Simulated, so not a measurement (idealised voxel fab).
Name of the process module below: voxel capacitor over wiring
Shown is cross-section cut, with a width of 245 nm and square cells of size 5 nm.
Each cross-section below is a grid of square cells, stated as bands in top-down order, with one or more rows of cells making up each band. Quick guide to a band line: top height, bottom height (nm) up front; then every material left to right with its width in nm. Only one material and it's marked "edge to edge"? Then it fills the band edge to edge. And "air" just means empty space. Heads up on the height convention: 0 is the point under which the incoming wafer is all one material, and the lowest band has no bottom, it just keeps going down, like "from 0 down". Quick explanation for "30->40": the width changes in equal steps down the rows of cells, from the first number in the band's top row to the second number in its bottom row. No cell of the cross-section changed in a step that is given as "changes: none". Basically, "Enclosed internal voids" tells you about the enclosed voids: empty spaces with no open way to the top, 8 cells or bigger, each written width x height at distance, where distance is from the left edge, all in nm. Formally, on a step line, whatever follows the settings is a remark that the simulator itself makes on the step. overlay nm: right-of-plan distance of the mask on a masked step; negative values mean left-of-plan.
# Intended process steps
1,RECEIVE (material Si)
2,CONFORMAL_DEP (material SiO2; thk nm 10)
3,CONFORMAL_DEP (material SiN; thk nm 5)
4,DIRECTIONAL_DEP (material SiO2; thk nm 15)
5,PATTERN (tone open; mask id METAL_1; material resist; width nm 30; pitch nm 95; thk nm 20; overlay nm 0)
6,DIRECTIONAL_ETCH (etch materials SiO2; depth nm 15)
7,DIRECTIONAL_ETCH (etch materials SiN; depth nm 5)
8,STRIP (etch materials resist)
9,CONFORMAL_DEP (material TiN; thk nm 5)
10,FILL_DEP (material W; thk nm 5)
11,CMP (height nm 30)
12,EPI (material Ru; thk nm 5)
13,FILL_DEP (material SiCN; thk nm 5)
14,DIRECTIONAL_DEP (material lowk; thk nm 20)
15,DIRECTIONAL_DEP (material aC; thk nm 10)
16,PATTERN (tone open; mask id PLUG_1; material resist; width nm 15; thk nm 30; overlay nm 0)
17,DIRECTIONAL_ETCH (etch materials aC; depth nm 10)
18,STRIP (etch materials resist)
19,DIRECTIONAL_ETCH (etch materials lowk; depth nm 20)
20,DIRECTIONAL_ETCH (etch materials SiCN; depth nm 5)
21,STRIP (etch materials aC)
22,EPI (material Ru; thk nm 10)
23,EPI (material Ru; thk nm 10)
24,EPI (material Ru; thk nm 5)
25,DIRECTIONAL_DEP (material TiN; thk nm 5)
26,DIRECTIONAL_DEP (material Al2O3; thk nm 5)
27,DIRECTIONAL_DEP (material TiN; thk nm 5)
28,PATTERN (tone cover; mask id UPPER_PLATE; material resist; width nm 70; thk nm 20; overlay nm 0)
29,DIRECTIONAL_ETCH (etch materials TiN; depth nm 5)
30,DIRECTIONAL_ETCH (etch materials Al2O3; depth nm 5)
31,STRIP (etch materials resist)
32,DIRECTIONAL_DEP (material aC; thk nm 10)
33,PATTERN (tone cover; mask id LOWER_PLATE; material resist; width nm 80; thk nm 30; overlay nm 0)
34,DIRECTIONAL_ETCH (etch materials aC; depth nm 10)
35,STRIP (etch materials resist)
36,DIRECTIONAL_ETCH (etch materials TiN; depth nm 5)
37,STRIP (etch materials aC)
38,FILL_DEP (material SiO2; thk nm 15)
39,CMP (height nm 85)
40,PATTERN (tone open; mask id PLUG_2; material resist; width nm 15; thk nm 15; overlay nm -15)
41,DIRECTIONAL_ETCH (etch materials SiO2; depth nm 10)
42,STRIP (etch materials resist)
43,CONFORMAL_DEP (material TiN; thk nm 5)
44,FILL_DEP (material Cu; thk nm 5)
45,CMP (height nm 85)
46,CONFORMAL_DEP (material SiCN; thk nm 5)
Among the wafers covered here, the point of difference is the overlay nm at step 40; their starting state is shared, and the plan presents the value of the first wafer.
# First of several wafers (as received, post step 1), cross-sectional view
* from 0 down | Si edge to edge
* Enclosed internal voids: none
# Quick look at the cross-section of the first of several wafers after step 46, which wraps up the module
* from 90 to 85 | SiCN edge to edge
* from 85 to 80 | SiO2 (70)  TiN (5)  Cu (5)  TiN (5)  SiO2 (160)
* from 80 to 70 | SiO2 (70->75)  TiN (15->70)  SiO2 (160->100)
* from 70 to 65 | SiO2 (75)  Al2O3 (70)  SiO2 (100)
* from 65 to 60 | SiO2 (70)  TiN (80)  SiO2 (95)
* from 60 to 40 | lowk (75)  Ru (15)  lowk (155)
* from 40 to 35 | SiCN (75)  Ru (15)  SiCN (155)
* from 35 to 30 | SiCN (55)  Ru (40)  SiCN (55)  Ru (40)  SiCN (55)
* from 30 to 15 | SiO2 (60)  TiN (5)  W (20)  TiN (5)  SiO2 (65)  TiN (5)  W (20)  TiN (5)  SiO2 (60)
* from 15 to 10 | SiN (60)  TiN (30)  SiN (65)  TiN (30)  SiN (60)
* from 10 to 0 | SiO2 edge to edge
* from 0 down | Si edge to edge
* Enclosed internal voids: none
# Last-wafer cross-section at the end of the module
* from 90 to 85 | SiCN edge to edge
* from 85 to 80 | SiO2 (100)  TiN (5)  Cu (5)  TiN (5)  SiO2 (130)
* from 80 to 70 | SiO2 (100->75)  TiN (15->70)  SiO2 (130->100)
* from 70 to 65 | SiO2 (75)  Al2O3 (70)  SiO2 (100)
* from 65 to 60 | SiO2 (70)  TiN (80)  SiO2 (95)
* from 60 to 40 | lowk (75)  Ru (15)  lowk (155)
* from 40 to 35 | SiCN (75)  Ru (15)  SiCN (155)
* from 35 to 30 | SiCN (55)  Ru (40)  SiCN (55)  Ru (40)  SiCN (55)
* from 30 to 15 | SiO2 (60)  TiN (5)  W (20)  TiN (5)  SiO2 (65)  TiN (5)  W (20)  TiN (5)  SiO2 (60)
* from 15 to 10 | SiN (60)  TiN (30)  SiN (65)  TiN (30)  SiN (60)
* from 10 to 0 | SiO2 edge to edge
* from 0 down | Si edge to edge
* Enclosed internal voids: none
# Where each wafer stands at the end of the module, a row apiece: cells of each material gained (+) or lost (-) since it was received, then closed voids
overlay nm -15; +14 Al2O3; +1 Cu; +31 Ru; +128 SiCN; +37 SiN; +404 SiO2; +59 TiN; +24 W; +184 lowk; Enclosed internal voids: none
overlay nm -10; +14 Al2O3; +1 Cu; +31 Ru; +128 SiCN; +37 SiN; +404 SiO2; +59 TiN; +24 W; +184 lowk; Enclosed internal voids: none
overlay nm -5; +14 Al2O3; +1 Cu; +31 Ru; +128 SiCN; +37 SiN; +404 SiO2; +59 TiN; +24 W; +184 lowk; Enclosed internal voids: none
overlay nm 0; +14 Al2O3; +1 Cu; +31 Ru; +128 SiCN; +37 SiN; +404 SiO2; +59 TiN; +24 W; +184 lowk; Enclosed internal voids: none
overlay nm 5; +14 Al2O3; +1 Cu; +31 Ru; +128 SiCN; +37 SiN; +404 SiO2; +59 TiN; +24 W; +184 lowk; Enclosed internal voids: none
overlay nm 10; +14 Al2O3; +1 Cu; +31 Ru; +128 SiCN; +37 SiN; +404 SiO2; +59 TiN; +24 W; +184 lowk; Enclosed internal voids: none
overlay nm 15; +14 Al2O3; +1 Cu; +31 Ru; +128 SiCN; +37 SiN; +404 SiO2; +59 TiN; +24 W; +184 lowk; Enclosed internal voids: none
